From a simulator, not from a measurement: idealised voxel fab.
process module | voxel air gaps
cross-section cut | 180 nm wide | cells 5 nm
A cross-section is a grid of square cells, given in bands from the top down. A band is one or more rows of cells.
Each band's line starts with the height of the band's top and of its bottom, in nm. Then come its materials from left to right, each with its width in nm. One material with "throughout" fills the band from edge to edge. "air" is empty space.
Height 0 is the level under which the wafer as received is all one material. The lowest band goes on downwards, as in "0 down".
A width such as "30 to 40" changes by the same amount from each row of cells to the next, from the band's top row to its bottom row.
"no change" after a step means that no cell of the cross-section changed.
closed voids: empty space of 8 cells or more with no open way to the top, each as width x height at its distance from the left edge, in nm
after a step's settings: what the simulator itself notes on the step
overlay nm, on a step with a mask: how far to the right of its planned place the mask lay; to the left if negative
plan
1 op RECEIVE | material Si
2 op CONFORMAL_DEP | material SiO2 | thk nm 15
3 op CONFORMAL_DEP | material SiN | thk nm 5
4 op DIRECTIONAL_DEP | material SiO2 | thk nm 40
5 op PATTERN | tone open | mask id LINES | material resist | width nm 15 | pitch nm 45 | thk nm 20 | overlay nm 0
6 op DIRECTIONAL_ETCH | etch materials SiO2 | depth nm 40
7 op STRIP | etch materials resist
8 op CONFORMAL_DEP | material TiN | thk nm 5
9 op FILL_DEP | material W | thk nm 5
10 op CMP | height nm 60
11 op EPI | material Ru | thk nm 10
12 op SELECTIVE_ETCH | etch materials SiO2 | depth nm 50
13 op CONFORMAL_DEP | material SiCN | thk nm 5
first wafer, as planned
as received, after step 1
  0 down: Si throughout
  closed voids: none
after step 2
  15 to 0: SiO2 throughout
  below 0: unchanged
after step 3
  20 to 15: SiN throughout
  below 15: unchanged
after step 4
  60 to 20: SiO2 throughout
  below 20: unchanged
after step 5
  80 to 60: resist 35 | air 15 | resist 30 | air 15 | resist 30 | air 15 | resist 40
  below 60: unchanged
after step 6
  80 to 60: resist 35 | air 15 | resist 30 | air 15 | resist 30 | air 15 | resist 40
  60 to 20: SiO2 35 | air 15 | SiO2 30 | air 15 | SiO2 30 | air 15 | SiO2 40
  below 20: unchanged
after step 7
  60 to 20: SiO2 35 | air 15 | SiO2 30 | air 15 | SiO2 30 | air 15 | SiO2 40
  below 20: unchanged
after step 8
  65 to 60: TiN 40 | air 5 | TiN 40 | air 5 | TiN 40 | air 5 | TiN 45
  60 to 25: SiO2 35 | TiN 5 | air 5 | TiN 5 | SiO2 30 | TiN 5 | air 5 | TiN 5 | SiO2 30 | TiN 5 | air 5 | TiN 5 | SiO2 40
  25 to 20: SiO2 35 | TiN 15 | SiO2 30 | TiN 15 | SiO2 30 | TiN 15 | SiO2 40
  below 20: unchanged
after step 9
  70 to 65: W throughout
  65 to 60: TiN 40 | W 5 | TiN 40 | W 5 | TiN 40 | W 5 | TiN 45
  60 to 25: SiO2 35 | TiN 5 | W 5 | TiN 5 | SiO2 30 | TiN 5 | W 5 | TiN 5 | SiO2 30 | TiN 5 | W 5 | TiN 5 | SiO2 40
  below 25: unchanged
after step 10
  60 to 25: SiO2 35 | TiN 5 | W 5 | TiN 5 | SiO2 30 | TiN 5 | W 5 | TiN 5 | SiO2 30 | TiN 5 | W 5 | TiN 5 | SiO2 40
  below 25: unchanged
after step 11
  70 to 60: air 25 | Ru 35 | air 10 | Ru 35 | air 10 | Ru 35 | air 30
  below 60: unchanged
after step 12
  70 to 60: air 25 | Ru 35 | air 10 | Ru 35 | air 10 | Ru 35 | air 30
  60 to 25: air 35 | TiN 5 | W 5 | TiN 5 | air 30 | TiN 5 | W 5 | TiN 5 | air 30 | TiN 5 | W 5 | TiN 5 | air 40
  25 to 20: air 35 | TiN 15 | air 30 | TiN 15 | air 30 | TiN 15 | air 40
  below 20: unchanged
after step 13
  75 to 70: air 20 | SiCN 135 | air 25
  70 to 60: air 20 | SiCN 5 | Ru 35 | SiCN 10 | Ru 35 | SiCN 10 | Ru 35 | SiCN 5 | air 25
  60 to 55: air 20 | SiCN 15 | TiN 5 | W 5 | TiN 5 | SiCN 30 | TiN 5 | W 5 | TiN 5 | SiCN 30 | TiN 5 | W 5 | TiN 5 | SiCN 15 | air 25
  55 to 25: air 30 | SiCN 5 | TiN 5 | W 5 | TiN 5 | SiCN 5 | air 20 | SiCN 5 | TiN 5 | W 5 | TiN 5 | SiCN 5 | air 20 | SiCN 5 | TiN 5 | W 5 | TiN 5 | SiCN 5 | air 35
  25 to 20: SiCN 35 | TiN 15 | SiCN 30 | TiN 15 | SiCN 30 | TiN 15 | SiCN 40
  below 20: unchanged
  closed voids: 20 x 30 at 55; 20 x 30 at 100
second wafer: like start, like plan, one mistake. Through step 4 it matches the first wafer
when step 5 should have ended
  80 to 60: air 35 | resist 15 | air 30 | resist 15 | air 30 | resist 15 | air 40
  below 60: unchanged
when step 6 should have ended
  80 to 60: air 35 | resist 15 | air 30 | resist 15 | air 30 | resist 15 | air 40
  60 to 20: air 35 | SiO2 15 | air 30 | SiO2 15 | air 30 | SiO2 15 | air 40
  below 20: unchanged
when step 7 should have ended
  60 to 20: air 35 | SiO2 15 | air 30 | SiO2 15 | air 30 | SiO2 15 | air 40
  below 20: unchanged
when step 8 should have ended
  65 to 60: air 30 | TiN 25 | air 20 | TiN 25 | air 20 | TiN 25 | air 35
  60 to 25: air 30 | TiN 5 | SiO2 15 | TiN 5 | air 20 | TiN 5 | SiO2 15 | TiN 5 | air 20 | TiN 5 | SiO2 15 | TiN 5 | air 35
  25 to 20: TiN 35 | SiO2 15 | TiN 30 | SiO2 15 | TiN 30 | SiO2 15 | TiN 40
  below 20: unchanged
when step 9 should have ended
  70 to 65: W throughout
  65 to 60: W 30 | TiN 25 | W 20 | TiN 25 | W 20 | TiN 25 | W 35
  60 to 25: W 30 | TiN 5 | SiO2 15 | TiN 5 | W 20 | TiN 5 | SiO2 15 | TiN 5 | W 20 | TiN 5 | SiO2 15 | TiN 5 | W 35
  below 25: unchanged
when step 10 should have ended
  60 to 25: W 30 | TiN 5 | SiO2 15 | TiN 5 | W 20 | TiN 5 | SiO2 15 | TiN 5 | W 20 | TiN 5 | SiO2 15 | TiN 5 | W 35
  below 25: unchanged
when step 11 should have ended
  70 to 60: Ru throughout
  below 60: unchanged
when step 12 should have ended: no change
when step 13 should have ended
  75 to 70: SiCN throughout
  below 70: unchanged
what went wrong: step 5 ran as: op PATTERN | tone cover | mask id LINES | material resist | width nm 15 | pitch nm 45 | thk nm 20 | overlay nm 0
at the end the second wafer has, in cells: 30 more of Ru | 84 fewer of SiCN | 72 more of SiO2 | 18 more of TiN | 126 more of W
closed voids at the end (first wafer, second wafer): 2, 0
